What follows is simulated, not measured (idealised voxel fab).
Name of the process module below: voxel capacitor over wiring
Square cells of 5 nm make up the cross-section cut, whose width is 255 nm.
Format of a cross-section: grid, square cells. Given as bands. Order: top down. Band: one or more rows of cells.
The band entry comprises the height of the band's top followed by the height of its bottom, expressed in nm, and subsequently the band's materials from left to right, each stated together with its width in nm. Where a single material is marked with the word "everywhere", that material fills the band from edge to edge. The word "empty" represents empty space.
Where do heights start? At 0: under that level the wafer as delivered is made of one material only. And the lowest band has no floor; it just carries on downward, as in "top 0, no bottom".
With a width like "30..40", each row of cells in the band differs from the next by the same amount, the top row carrying the first number and the bottom row the second.
"no modifications" means the step left every cell of the cross-section as it was.
Listed in "Closed void register": every empty space of 8 or more cells without an open way to the top. Form: width x height at distance, the distance being from the left edge, all in nm.
On a step's line, text after the settings is the simulator commenting on that step.
On any step carrying a mask, the "overlay nm" setting, if present on the step's line, tells how far right of its planned place the mask lay; negative values point to the left.

-- Below is the list of planned process steps
1) RECEIVE,material Si
2) CONFORMAL_DEP,material SiO2,thk nm 15
3) DIRECTIONAL_DEP,material TiN,thk nm 5
4) DIRECTIONAL_DEP,material Ru,thk nm 15
5) PATTERN,tone cover,mask id METAL_1,material resist,width nm 30,pitch nm 95,thk nm 15,overlay nm 0
6) DIRECTIONAL_ETCH,etch materials Ru,depth nm 15
7) DIRECTIONAL_ETCH,etch materials TiN,depth nm 5
8) STRIP,etch materials resist
9) FILL_DEP,material lowk,thk nm 5
10) CMP,height nm 35
11) CONFORMAL_DEP,material SiCN,thk nm 5
12) DIRECTIONAL_DEP,material SiO2,thk nm 10
13) MASKED_ETCH,tone open,mask id PLUG_1,width nm 15,etch materials SiO2,depth nm 10,overlay nm 0
14) MASKED_ETCH,tone open,mask id PLUG_1,width nm 15,etch materials SiCN,depth nm 5,overlay nm 0
15) EPI,material Ru,thk nm 10
16) EPI,material Ru,thk nm 5
17) DIRECTIONAL_DEP,material TiN,thk nm 5
18) DIRECTIONAL_DEP,material HfO2,thk nm 5
19) DIRECTIONAL_DEP,material TiN,thk nm 5
20) DIRECTIONAL_DEP,material aC,thk nm 10
21) PATTERN,tone cover,mask id UPPER_PLATE,material resist,width nm 70,thk nm 25,overlay nm 0
22) DIRECTIONAL_ETCH,etch materials aC,depth nm 10
23) STRIP,etch materials resist
24) DIRECTIONAL_ETCH,etch materials TiN,depth nm 5
25) DIRECTIONAL_ETCH,etch materials HfO2,depth nm 5
26) STRIP,etch materials aC
27) PATTERN,tone cover,mask id LOWER_PLATE,material resist,width nm 80,thk nm 15,overlay nm 0
28) DIRECTIONAL_ETCH,etch materials TiN,depth nm 5
29) STRIP,etch materials resist
30) FILL_DEP,material SiO2,thk nm 15
31) CMP,height nm 75
32) PATTERN,tone open,mask id PLUG_2,material resist,width nm 15,thk nm 15,overlay nm 0
33) DIRECTIONAL_ETCH,etch materials SiO2,depth nm 10
34) STRIP,etch materials resist
35) CONFORMAL_DEP,material TiN,thk nm 5
36) FILL_DEP,material Cu,thk nm 10
37) CMP,height nm 75
38) CONFORMAL_DEP,material SiCN,thk nm 5

-- first wafer, as planned

-- Shown in cross-section is the wafer as received, that is, as it stands after step 1
top 0, no bottom = Si everywhere
Closed void register: none

-- Wafer after step 2 (cross-section)
top 15, bottom 0 = SiO2 everywhere
For the remainder of the cross-section, below 0, there is no change.

-- Wafer after step 3 (cross-section)
top 20, bottom 15 = TiN everywhere
For the remainder of the cross-section, below 15, there is no change.

-- Wafer after step 4 (cross-section)
top 35, bottom 20 = Ru everywhere
For the remainder of the cross-section, below 20, there is no change.

-- Wafer after step 5 (cross-section)
top 50, bottom 35 = 65 empty / 30 resist / 65 empty / 30 resist / 65 empty
For the remainder of the cross-section, below 35, there is no change.

-- Wafer after step 6 (cross-section)
top 50, bottom 35 = 65 empty / 30 resist / 65 empty / 30 resist / 65 empty
top 35, bottom 20 = 65 empty / 30 Ru / 65 empty / 30 Ru / 65 empty
For the remainder of the cross-section, below 20, there is no change.

-- Wafer after step 7 (cross-section)
top 50, bottom 35 = 65 empty / 30 resist / 65 empty / 30 resist / 65 empty
top 35, bottom 20 = 65 empty / 30 Ru / 65 empty / 30 Ru / 65 empty
top 20, bottom 15 = 65 empty / 30 TiN / 65 empty / 30 TiN / 65 empty
For the remainder of the cross-section, below 15, there is no change.

-- Wafer after step 8 (cross-section)
top 35, bottom 20 = 65 empty / 30 Ru / 65 empty / 30 Ru / 65 empty
For the remainder of the cross-section, below 20, there is no change.

-- Wafer after step 9 (cross-section)
top 40, bottom 35 = lowk everywhere
top 35, bottom 20 = 65 lowk / 30 Ru / 65 lowk / 30 Ru / 65 lowk
top 20, bottom 15 = 65 lowk / 30 TiN / 65 lowk / 30 TiN / 65 lowk
For the remainder of the cross-section, below 15, there is no change.

-- Wafer after step 10 (cross-section)
top 35, bottom 20 = 65 lowk / 30 Ru / 65 lowk / 30 Ru / 65 lowk
For the remainder of the cross-section, below 20, there is no change.

-- Wafer after step 11 (cross-section)
top 40, bottom 35 = SiCN everywhere
For the remainder of the cross-section, below 35, there is no change.

-- Wafer after step 12 (cross-section)
top 50, bottom 40 = SiO2 everywhere
For the remainder of the cross-section, below 40, there is no change.

-- Wafer after step 13 (cross-section)
top 50, bottom 40 = 80 SiO2 / 15 empty / 160 SiO2
For the remainder of the cross-section, below 40, there is no change.

-- Wafer after step 14 (cross-section)
top 50, bottom 40 = 80 SiO2 / 15 empty / 160 SiO2
top 40, bottom 35 = 80 SiCN / 15 empty / 160 SiCN
For the remainder of the cross-section, below 35, there is no change.

-- Wafer after step 15 (cross-section)
top 50, bottom 45 = 80 SiO2 / 15 empty / 160 SiO2
top 45, bottom 40 = 80 SiO2 / 15 Ru / 160 SiO2
top 40, bottom 35 = 80 SiCN / 15 Ru / 160 SiCN
For the remainder of the cross-section, below 35, there is no change.

-- Wafer after step 16 (cross-section)
top 50, bottom 40 = 80 SiO2 / 15 Ru / 160 SiO2
For the remainder of the cross-section, below 40, there is no change.

-- Wafer after step 17 (cross-section)
top 55, bottom 50 = TiN everywhere
For the remainder of the cross-section, below 50, there is no change.

-- Wafer after step 18 (cross-section)
top 60, bottom 55 = HfO2 everywhere
For the remainder of the cross-section, below 55, there is no change.

-- Wafer after step 19 (cross-section)
top 65, bottom 60 = TiN everywhere
For the remainder of the cross-section, below 60, there is no change.

-- Wafer after step 20 (cross-section)
top 75, bottom 65 = aC everywhere
For the remainder of the cross-section, below 65, there is no change.

-- Wafer after step 21 (cross-section)
top 100, bottom 75 = 80 empty / 70 resist / 105 empty
For the remainder of the cross-section, below 75, there is no change.

-- Wafer after step 22 (cross-section)
top 90, bottom 75 = 80 empty / 70 resist / 105 empty
top 75, bottom 65 = 80 empty / 70 aC / 105 empty
For the remainder of the cross-section, below 65, there is no change.

-- Wafer after step 23 (cross-section)
top 75, bottom 65 = 80 empty / 70 aC / 105 empty
For the remainder of the cross-section, below 65, there is no change.

-- Wafer after step 24 (cross-section)
top 75, bottom 65 = 80 empty / 70 aC / 105 empty
top 65, bottom 60 = 80 empty / 70 TiN / 105 empty
For the remainder of the cross-section, below 60, there is no change.

-- Wafer after step 25 (cross-section)
top 75, bottom 65 = 80 empty / 70 aC / 105 empty
top 65, bottom 60 = 80 empty / 70 TiN / 105 empty
top 60, bottom 55 = 80 empty / 70 HfO2 / 105 empty
For the remainder of the cross-section, below 55, there is no change.

-- Wafer after step 26 (cross-section)
top 65, bottom 60 = 80 empty / 70 TiN / 105 empty
For the remainder of the cross-section, below 60, there is no change.

-- Wafer after step 27 (cross-section)
top 80, bottom 65 = 75 empty / 80 resist / 100 empty
top 65, bottom 60 = 75 empty / 5 resist / 70 TiN / 5 resist / 100 empty
top 60, bottom 55 = 75 empty / 5 resist / 70 HfO2 / 5 resist / 100 empty
For the remainder of the cross-section, below 55, there is no change.

-- Wafer after step 28 (cross-section)
top 80, bottom 65 = 75 empty / 80 resist / 100 empty
top 65, bottom 60 = 75 empty / 5 resist / 70 TiN / 5 resist / 100 empty
top 60, bottom 55 = 75 empty / 5 resist / 70 HfO2 / 5 resist / 100 empty
top 55, bottom 50 = 75 empty / 80 TiN / 100 empty
For the remainder of the cross-section, below 50, there is no change.

-- Wafer after step 29 (cross-section)
top 65, bottom 60 = 80 empty / 70 TiN / 105 empty
top 60, bottom 55 = 80 empty / 70 HfO2 / 105 empty
For the remainder of the cross-section, below 55, there is no change.

-- Wafer after step 30 (cross-section)
top 80, bottom 65 = SiO2 everywhere
top 65, bottom 60 = 80 SiO2 / 70 TiN / 105 SiO2
top 60, bottom 55 = 80 SiO2 / 70 HfO2 / 105 SiO2
top 55, bottom 50 = 75 SiO2 / 80 TiN / 100 SiO2
For the remainder of the cross-section, below 50, there is no change.

-- Wafer after step 31 (cross-section)
top 75, bottom 65 = SiO2 everywhere
For the remainder of the cross-section, below 65, there is no change.

-- Wafer after step 32 (cross-section)
top 90, bottom 75 = 90 resist / 15 empty / 150 resist
For the remainder of the cross-section, below 75, there is no change.

-- Wafer after step 33 (cross-section)
top 90, bottom 75 = 90 resist / 15 empty / 150 resist
top 75, bottom 65 = 90 SiO2 / 15 empty / 150 SiO2
For the remainder of the cross-section, below 65, there is no change.

-- Wafer after step 34 (cross-section)
top 75, bottom 65 = 90 SiO2 / 15 empty / 150 SiO2
For the remainder of the cross-section, below 65, there is no change.

-- Wafer after step 35 (cross-section)
top 80, bottom 75 = 95 TiN / 5 empty / 155 TiN
top 75, bottom 70 = 90 SiO2 / 5 TiN / 5 empty / 5 TiN / 150 SiO2
top 70, bottom 60 = 90..80 SiO2 / 15..70 TiN / 150..105 SiO2
For the remainder of the cross-section, below 60, there is no change.

-- Wafer after step 36 (cross-section)
top 90, bottom 80 = Cu everywhere
top 80, bottom 75 = 95 TiN / 5 Cu / 155 TiN
top 75, bottom 70 = 90 SiO2 / 5 TiN / 5 Cu / 5 TiN / 150 SiO2
For the remainder of the cross-section, below 70, there is no change.

-- Wafer after step 37 (cross-section)
top 75, bottom 70 = 90 SiO2 / 5 TiN / 5 Cu / 5 TiN / 150 SiO2
For the remainder of the cross-section, below 70, there is no change.

-- Wafer after step 38 (cross-section)
top 80, bottom 75 = SiCN everywhere
For the remainder of the cross-section, below 75, there is no change.

-- Okay, second wafer. Nothing different at the start, nothing different in the plan, just one mistake somewhere in the running. As far as step 15, counting that step, it's the first wafer all over again

-- Second wafer at the planned finish of step 16, seen in cross-section
top 55, bottom 50 = 80 TiN / 15 empty / 160 TiN
top 50, bottom 45 = 80 SiO2 / 15 TiN / 160 SiO2
For the remainder of the cross-section, below 45, there is no change.

-- Second wafer at the planned finish of step 17, seen in cross-section
top 60, bottom 55 = 85 Ru / 5 empty / 165 Ru
top 55, bottom 50 = 80 TiN / 15 Ru / 160 TiN
For the remainder of the cross-section, below 50, there is no change.

-- Second wafer at the planned finish of step 18, seen in cross-section
top 65, bottom 60 = 85 HfO2 / 5 empty / 165 HfO2
top 60, bottom 55 = 85 Ru / 5 HfO2 / 165 Ru
For the remainder of the cross-section, below 55, there is no change.

-- Second wafer at the planned finish of step 19, seen in cross-section
top 70, bottom 65 = 85 TiN / 5 empty / 165 TiN
top 65, bottom 60 = 85 HfO2 / 5 TiN / 165 HfO2
For the remainder of the cross-section, below 60, there is no change.

-- Second wafer at the planned finish of step 20, seen in cross-section
top 80, bottom 75 = 85 aC / 5 empty / 165 aC
top 75, bottom 70 = aC everywhere
top 70, bottom 65 = 85 TiN / 5 aC / 165 TiN
For the remainder of the cross-section, below 65, there is no change.

-- Second wafer at the planned finish of step 21, seen in cross-section
top 105, bottom 80 = 80 empty / 70 resist / 105 empty
top 80, bottom 75 = 85 aC / 5 resist / 165 aC
For the remainder of the cross-section, below 75, there is no change.

-- Second wafer at the planned finish of step 22, seen in cross-section
top 95, bottom 80 = 80 empty / 70 resist / 105 empty
top 80, bottom 75 = 80 empty / 5 aC / 5 resist / 60 aC / 105 empty
top 75, bottom 70 = 80 empty / 70 aC / 105 empty
For the remainder of the cross-section, below 70, there is no change.

-- Second wafer at the planned finish of step 23, seen in cross-section
top 80, bottom 75 = 80 empty / 5 aC / 5 empty / 60 aC / 105 empty
For the remainder of the cross-section, below 75, there is no change.

-- Second wafer at the planned finish of step 24, seen in cross-section
top 80, bottom 75 = 80 empty / 5 aC / 5 empty / 60 aC / 105 empty
top 75, bottom 70 = 80 empty / 70 aC / 105 empty
top 70, bottom 65 = 80 empty / 5 TiN / 5 aC / 60 TiN / 105 empty
For the remainder of the cross-section, below 65, there is no change.

-- Second wafer at the planned finish of step 25, seen in cross-section
top 80, bottom 75 = 80 empty / 5 aC / 5 empty / 60 aC / 105 empty
top 75, bottom 70 = 80 empty / 70 aC / 105 empty
top 70, bottom 65 = 80 empty / 5 TiN / 5 aC / 60 TiN / 105 empty
top 65, bottom 60 = 80 empty / 5 HfO2 / 5 TiN / 60 HfO2 / 105 empty
For the remainder of the cross-section, below 60, there is no change.

-- Second wafer at the planned finish of step 26, seen in cross-section
top 70, bottom 65 = 80 empty / 5 TiN / 5 empty / 60 TiN / 105 empty
For the remainder of the cross-section, below 65, there is no change.

-- Second wafer at the planned finish of step 27, seen in cross-section
top 85, bottom 70 = 75 empty / 80 resist / 100 empty
top 70, bottom 65 = 75 empty / 5 resist / 5 TiN / 5 resist / 60 TiN / 5 resist / 100 empty
top 65, bottom 60 = 75 empty / 5 resist / 5 HfO2 / 5 TiN / 60 HfO2 / 5 resist / 100 empty
For the remainder of the cross-section, below 60, there is no change.

Second wafer at the planned finish of step 28, seen in cross-section: no modifications

-- Second wafer at the planned finish of step 29, seen in cross-section
top 70, bottom 65 = 80 empty / 5 TiN / 5 empty / 60 TiN / 105 empty
top 65, bottom 60 = 80 empty / 5 HfO2 / 5 TiN / 60 HfO2 / 105 empty
For the remainder of the cross-section, below 60, there is no change.

-- Second wafer at the planned finish of step 30, seen in cross-section
top 85, bottom 70 = SiO2 everywhere
top 70, bottom 65 = 80 SiO2 / 5 TiN / 5 SiO2 / 60 TiN / 105 SiO2
top 65, bottom 60 = 80 SiO2 / 5 HfO2 / 5 TiN / 60 HfO2 / 105 SiO2
For the remainder of the cross-section, below 60, there is no change.

-- Second wafer at the planned finish of step 31, seen in cross-section
top 75, bottom 70 = SiO2 everywhere
For the remainder of the cross-section, below 70, there is no change.

-- Second wafer at the planned finish of step 32, seen in cross-section
top 90, bottom 75 = 90 resist / 15 empty / 150 resist
For the remainder of the cross-section, below 75, there is no change.

-- Second wafer at the planned finish of step 33, seen in cross-section
top 90, bottom 75 = 90 resist / 15 empty / 150 resist
top 75, bottom 70 = 90 SiO2 / 15 empty / 150 SiO2
For the remainder of the cross-section, below 70, there is no change.

-- Second wafer at the planned finish of step 34, seen in cross-section
top 75, bottom 70 = 90 SiO2 / 15 empty / 150 SiO2
For the remainder of the cross-section, below 70, there is no change.

-- Second wafer at the planned finish of step 35, seen in cross-section
top 80, bottom 75 = 95 TiN / 5 empty / 155 TiN
top 75, bottom 70 = 90 SiO2 / 15 TiN / 150 SiO2
For the remainder of the cross-section, below 70, there is no change.

-- Second wafer at the planned finish of step 36, seen in cross-section
top 90, bottom 80 = Cu everywhere
top 80, bottom 75 = 95 TiN / 5 Cu / 155 TiN
For the remainder of the cross-section, below 75, there is no change.

-- Second wafer at the planned finish of step 37, seen in cross-section
top 75, bottom 70 = 90 SiO2 / 15 TiN / 150 SiO2
For the remainder of the cross-section, below 70, there is no change.

-- Second wafer at the planned finish of step 38, seen in cross-section
top 80, bottom 75 = SiCN everywhere
For the remainder of the cross-section, below 75, there is no change.
So what did we get wrong on this run? order of steps 16 and 17 inverted relative to the plan
FYI, end of process, the second wafer has more or fewer cells of some materials than the first: 1 fewer of Cu; 50 more of Ru; 82 fewer of SiO2; 33 more of TiN
